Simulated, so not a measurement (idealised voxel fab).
The name of this process module is voxel ribs on slabs.
Each square cell in cross-section cut measures 5 nm, and the section as a whole is 180 nm wide.
Reading order for cross-sections: top band down to bottom band. Underlying form: a grid of square cells. Band size: one or more rows of cells. Top height, bottom height, nm. Materials left to right, width each, nm. Single material + "everywhere" = fills band edge to edge. "empty" = empty. Note: height 0 marks the level under which the wafer is uniformly one material as received. Lowest band unbounded below, written "0 down". Note: "30->40" means the width goes from the first number (top row of the band) to the second number (bottom row) in equal steps per row of cells. "all unchanged" for a step: no cell of the cross-section changed in that step. Look at "Closed void entries" for the closed voids: empty spaces with no open path to the top, sized 8 cells or up. Each is width x height at distance, distance from the left edge, all nm. What comes after the settings on a step's line is commentary from the simulator itself on that step. overlay nm: right-of-plan distance of the mask on a masked step; negative values mean left-of-plan.
### The steps planned for the process are as follows
step 1: RECEIVE, material Si
step 2: DIRECTIONAL_DEP, material SiO2, thk nm 25
step 3: DIRECTIONAL_DEP, material polySi, thk nm 15
step 4: DIRECTIONAL_DEP, material aC, thk nm 10
step 5: PATTERN, tone cover, mask id RIB, material resist, width nm 20, thk nm 30, overlay nm 0
step 6: DIRECTIONAL_ETCH, etch materials aC, depth nm 10
step 7: STRIP, etch materials resist
step 8: DIRECTIONAL_ETCH, etch materials polySi, depth nm 10
step 9: STRIP, etch materials aC
step 10: PATTERN, tone cover, mask id SLAB, material resist, width nm 60, thk nm 15, overlay nm 0
step 11: DIRECTIONAL_ETCH, etch materials polySi, depth nm 5
step 12: STRIP, etch materials resist
step 13: FILL_DEP, material SiO2, thk nm 25
step 14: CMP, height nm 55
step 15: DIRECTIONAL_DEP, material TiN, thk nm 10
step 16: PATTERN, tone cover, mask id HEATER, material resist, width nm 30, thk nm 15, overlay nm 0
step 17: DIRECTIONAL_ETCH, etch materials TiN, depth nm 10
step 18: STRIP, etch materials resist
step 19: CONFORMAL_DEP, material SiN, thk nm 5
Every wafer here starts from the same state; it is the step 10 width nm that distinguishes them, and the value the plan gives belongs to the first wafer.
### Sectional view: first of several wafers, as received, after step 1
0 down = Si everywhere
Closed void entries: none
### Cross-section of the first of several wafers once the module has run through its last step, step 19
70 to 65 = 70 nm empty | 40 nm SiN | 70 nm empty
65 to 60 = 70 nm empty | 5 nm SiN | 30 nm TiN | 5 nm SiN | 70 nm empty
60 to 55 = 75 nm SiN | 30 nm TiN | 75 nm SiN
55 to 40 = SiO2 everywhere
40 to 30 = 80 nm SiO2 | 20 nm polySi | 80 nm SiO2
30 to 25 = 60 nm SiO2 | 60 nm polySi | 60 nm SiO2
25 to 0 = SiO2 everywhere
0 down = Si everywhere
Closed void entries: none
### At the end of the module, the last of several wafers in cross-section
70 to 65 = 70 nm empty | 40 nm SiN | 70 nm empty
65 to 60 = 70 nm empty | 5 nm SiN | 30 nm TiN | 5 nm SiN | 70 nm empty
60 to 55 = 75 nm SiN | 30 nm TiN | 75 nm SiN
55 to 40 = SiO2 everywhere
40 to 30 = 80 nm SiO2 | 20 nm polySi | 80 nm SiO2
30 to 25 = 50 nm SiO2 | 85 nm polySi | 45 nm SiO2
25 to 0 = SiO2 everywhere
0 down = Si everywhere
Closed void entries: none
### Per wafer, end of module: cells gained (+) or lost (-) per material since receipt, then closed voids
width nm 60 | +40 SiN | +376 SiO2 | +12 TiN | +20 polySi | Closed void entries: none
width nm 65 | +40 SiN | +375 SiO2 | +12 TiN | +21 polySi | Closed void entries: none
width nm 70 | +40 SiN | +374 SiO2 | +12 TiN | +22 polySi | Closed void entries: none
width nm 75 | +40 SiN | +373 SiO2 | +12 TiN | +23 polySi | Closed void entries: none
width nm 80 | +40 SiN | +372 SiO2 | +12 TiN | +24 polySi | Closed void entries: none
width nm 85 | +40 SiN | +371 SiO2 | +12 TiN | +25 polySi | Closed void entries: none
